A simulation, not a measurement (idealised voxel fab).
process module | voxel capacitor over wiring
cross-section cut | 240 nm wide | cells 5 nm
A cross-section is a grid of square cells, given in bands from the top down. A band is one or more rows of cells.
Each band's line starts with the height of the band's top and of its bottom, in nm. Then come its materials from left to right, each with its width in nm. One material with "throughout" fills the band from edge to edge. "air" is empty space.
Height 0 is the level under which the wafer as received is all one material. The lowest band goes on downwards, as in "0 down".
A width such as "30 to 40" changes by the same amount from each row of cells to the next, from the band's top row to its bottom row.
"no change" after a step means that no cell of the cross-section changed.
closed voids: empty space of 8 cells or more with no open way to the top, each as width x height at its distance from the left edge, in nm
after a step's settings: what the simulator itself notes on the step
overlay nm, on a step with a mask: how far to the right of its planned place the mask lay; to the left if negative
plan
1 op RECEIVE | material Si
2 op CONFORMAL_DEP | material SiO2 | thk nm 10
3 op CONFORMAL_DEP | material SiCN | thk nm 5
4 op DIRECTIONAL_DEP | material lowk | thk nm 15
5 op MASKED_ETCH | tone open | mask id METAL_1 | width nm 20 | pitch nm 85 | etch materials lowk | depth nm 15 | overlay nm 0
6 op MASKED_ETCH | tone open | mask id METAL_1 | width nm 20 | pitch nm 85 | etch materials SiCN | depth nm 5 | overlay nm 0
7 op CONFORMAL_DEP | material TiN | thk nm 5
8 op FILL_DEP | material Cu | thk nm 10
9 op CMP | height nm 30
10 op EPI | material Ru | thk nm 5
11 op FILL_DEP | material SiCN | thk nm 5
12 op DIRECTIONAL_DEP | material SiO2 | thk nm 10
13 op MASKED_ETCH | tone open | mask id PLUG_1 | width nm 15 | etch materials SiO2 | depth nm 10 | overlay nm 0
14 op MASKED_ETCH | tone open | mask id PLUG_1 | width nm 15 | etch materials SiCN | depth nm 5 | overlay nm 0
15 op CONFORMAL_DEP | material TiN | thk nm 5
16 op FILL_DEP | material Ru | thk nm 10
17 op CMP | height nm 50
18 op DIRECTIONAL_DEP | material TiN | thk nm 5
19 op DIRECTIONAL_DEP | material Al2O3 | thk nm 5
20 op DIRECTIONAL_DEP | material TiN | thk nm 5
21 op PATTERN | tone cover | mask id UPPER_PLATE | material resist | width nm 70 | thk nm 20 | overlay nm 0
22 op DIRECTIONAL_ETCH | etch materials TiN | depth nm 5
23 op DIRECTIONAL_ETCH | etch materials Al2O3 | depth nm 5
24 op STRIP | etch materials resist
25 op MASKED_ETCH | tone cover | mask id LOWER_PLATE | width nm 80 | etch materials TiN | depth nm 5 | overlay nm 0
26 op FILL_DEP | material SiO2 | thk nm 20
27 op CMP | height nm 80
28 op PATTERN | tone open | mask id PLUG_2 | material resist | width nm 15 | thk nm 20 | overlay nm 0
29 op DIRECTIONAL_ETCH | etch materials SiO2 | depth nm 15
30 op STRIP | etch materials resist
31 op CONFORMAL_DEP | material TiN | thk nm 5
32 op FILL_DEP | material Ru | thk nm 5
33 op CMP | height nm 80
34 op CONFORMAL_DEP | material SiN | thk nm 5
as received, after step 1
  0 down: Si throughout
  closed voids: none
first wafer at the end, as planned
  85 to 80: SiN throughout
  80 to 70: SiO2 80 | TiN 5 | Ru 5 | TiN 5 | SiO2 145
  70 to 60: SiO2 80 to 70 | TiN 15 to 70 | SiO2 145 to 100
  60 to 55: SiO2 70 | Al2O3 70 | SiO2 100
  55 to 50: SiO2 65 | TiN 80 | SiO2 95
  50 to 40: SiO2 70 | TiN 5 | Ru 5 | TiN 5 | SiO2 155
  40 to 35: SiCN 70 | TiN 15 | SiCN 155
  35 to 30: SiCN 60 | Ru 30 | SiCN 55 | Ru 30 | SiCN 65
  30 to 15: lowk 65 | TiN 5 | Cu 10 | TiN 5 | lowk 65 | TiN 5 | Cu 10 | TiN 5 | lowk 70
  15 to 10: SiCN 65 | TiN 20 | SiCN 65 | TiN 20 | SiCN 70
  10 to 0: SiO2 throughout
  0 down: Si throughout
  closed voids: none
second wafer at the end: like start, like plan, one mistake
  85 to 80: SiN throughout
  80 to 70: SiO2 80 | TiN 5 | Ru 5 | TiN 5 | SiO2 145
  70 to 60: SiO2 80 to 70 | TiN 15 to 70 | SiO2 145 to 100
  60 to 55: SiO2 70 | Al2O3 70 | SiO2 100
  55 to 50: SiO2 65 | TiN 80 | SiO2 95
  50 to 40: SiO2 70 | TiN 5 | Ru 5 | TiN 5 | SiO2 155
  40 to 35: SiCN 70 | TiN 15 | SiCN 155
  35 to 30: SiCN 60 | Ru 30 | SiCN 55 | Ru 30 | SiCN 65
  30 to 15: lowk 65 | TiN 5 | Cu 10 | TiN 5 | lowk 65 | TiN 5 | Cu 10 | TiN 5 | lowk 70
  15 to 10: SiCN 65 | TiN 20 | SiCN 65 | TiN 20 | SiCN 70
  10 to 0: SiN throughout
  0 down: Si throughout
  closed voids: none
what went wrong: step 2 ran as: op CONFORMAL_DEP | material SiN | thk nm 10
at the end the second wafer has, in cells: 96 more of SiN | 96 fewer of SiO2
